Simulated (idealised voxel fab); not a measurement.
The document below concerns the process module designated voxel gate over fins.
Pictured: cross-section cut, 140 nm wide, on a grid of 5 nm square cells.
How to read a cross-section here: the picture is a grid of square cells, written as bands going from the top down, and any band can span one or more rows of cells.
It is stipulated that each band's entry specify, in nanometres, the height of the top of the band and then that of its bottom, followed by the materials of the band in left-to-right sequence, each together with its width in nanometres. A single material marked by the word "throughout" is understood to fill the band from edge to edge; the word "air" is understood to denote empty space.
Height reference: 0 = level under which incoming wafer is all one material. Lowest band: no bottom, runs on downward, e.g. "z 0 and below".
So if you see something like "30->40" for the width, read it as the top row of the band sitting at the first number and the bottom row at the second, with every row in between moving by the same amount as the last.
Reading "no modification" for a step: not a cell of the cross-section changed in it.
"Fully enclosed voids": empty spaces of 8 cells or more with no open way to the top, each given as width x height at distance, distance from the left edge, all in nm.
Anything after a step's settings on that line? It's the simulator's own note about the step.
If you see "overlay nm" on a step's line and that step has a mask, it's telling you how far right of where it was planned the mask ended up; a negative number means it went left instead.
Below is the list of planned process steps
| 1 | RECEIVE with material Si |
| 2 | CONFORMAL_DEP with material SiN, thk nm 5 |
| 3 | PATTERN with tone cover, mask id FINS, material resist, width nm 15, pitch nm 45, thk nm 15, overlay nm 0 |
| 4 | DIRECTIONAL_ETCH with etch materials SiN, depth nm 5 |
| 5 | DIRECTIONAL_ETCH with etch materials Si, depth nm 30 |
| 6 | STRIP with etch materials resist |
| 7 | OXIDIZE with depth nm 5 |
| 8 | FILL_DEP with material SiO2, thk nm 15 |
| 9 | CMP with height nm 5 |
| 10 | SELECTIVE_ETCH with etch materials SiO2, depth nm 20 |
| 11 | STRIP with etch materials SiN |
| 12 | CONFORMAL_DEP with material HfO2, thk nm 5 |
| 13 | CONFORMAL_DEP with material TiN, thk nm 5 |
| 14 | CONFORMAL_DEP with material TiAl, thk nm 5 |
| 15 | CONFORMAL_DEP with material TiN, thk nm 5 |
| 16 | FILL_DEP with material W, thk nm 15 |
| 17 | CMP with height nm 30 |
| 18 | CONFORMAL_DEP with material SiN, thk nm 5 |
Cross-sectional view of the wafer in its as-received condition, corresponding to the state after step 1
	z 0 and below: Si throughout
	Fully enclosed voids: none
Cross-sectional result after module completion. Note: starting condition and plan are unchanged from above; one processing mistake was made
	z 35 to 30: SiN throughout
	z 30 to 20: W throughout
	z 20 to 15: W 20 nm / TiN 90 nm / W 30 nm
	z 15 to 10: W 20 nm / TiN 5 nm / TiAl 35 nm / TiN 10 nm / TiAl 35 nm / TiN 5 nm / W 30 nm
	z 10 to 5: W 20 nm / TiN 5 nm / TiAl 5 nm / TiN 25 nm / TiAl 5 nm / TiN 10 nm / TiAl 5 nm / TiN 25 nm / TiAl 5 nm / TiN 5 nm / W 30 nm
	z 5 to 0: TiN 25 nm / TiAl 5 nm / TiN 5 nm / HfO2 15 nm / TiN 5 nm / TiAl 5 nm / TiN 10 nm / TiAl 5 nm / TiN 5 nm / HfO2 15 nm / TiN 5 nm / TiAl 5 nm / TiN 35 nm
	z 0 to -5: TiAl 30 nm / TiN 5 nm / HfO2 5 nm / Si 5 nm / HfO2 5 nm / TiN 5 nm / TiAl 20 nm / TiN 5 nm / HfO2 5 nm / Si 5 nm / HfO2 5 nm / TiN 5 nm / TiAl 40 nm
	z -5 to -10: TiN 35 nm / HfO2 5 nm / Si 5 nm / HfO2 5 nm / TiN 30 nm / HfO2 5 nm / Si 5 nm / HfO2 5 nm / TiN 45 nm
	z -10 to -15: HfO2 40 nm / Si 5 nm / HfO2 40 nm / Si 5 nm / HfO2 50 nm
	z -15 to -35: SiO2 40 nm / Si 5 nm / SiO2 40 nm / Si 5 nm / SiO2 50 nm
	z -35 and below: Si throughout
	Fully enclosed voids: none
What went wrong in running the wafer? so step 3 ended up running with a different setting than we planned, it ran as PATTERN with tone cover, mask id FINS, material resist, width nm 15, pitch nm 45, thk nm 15, overlay nm -5
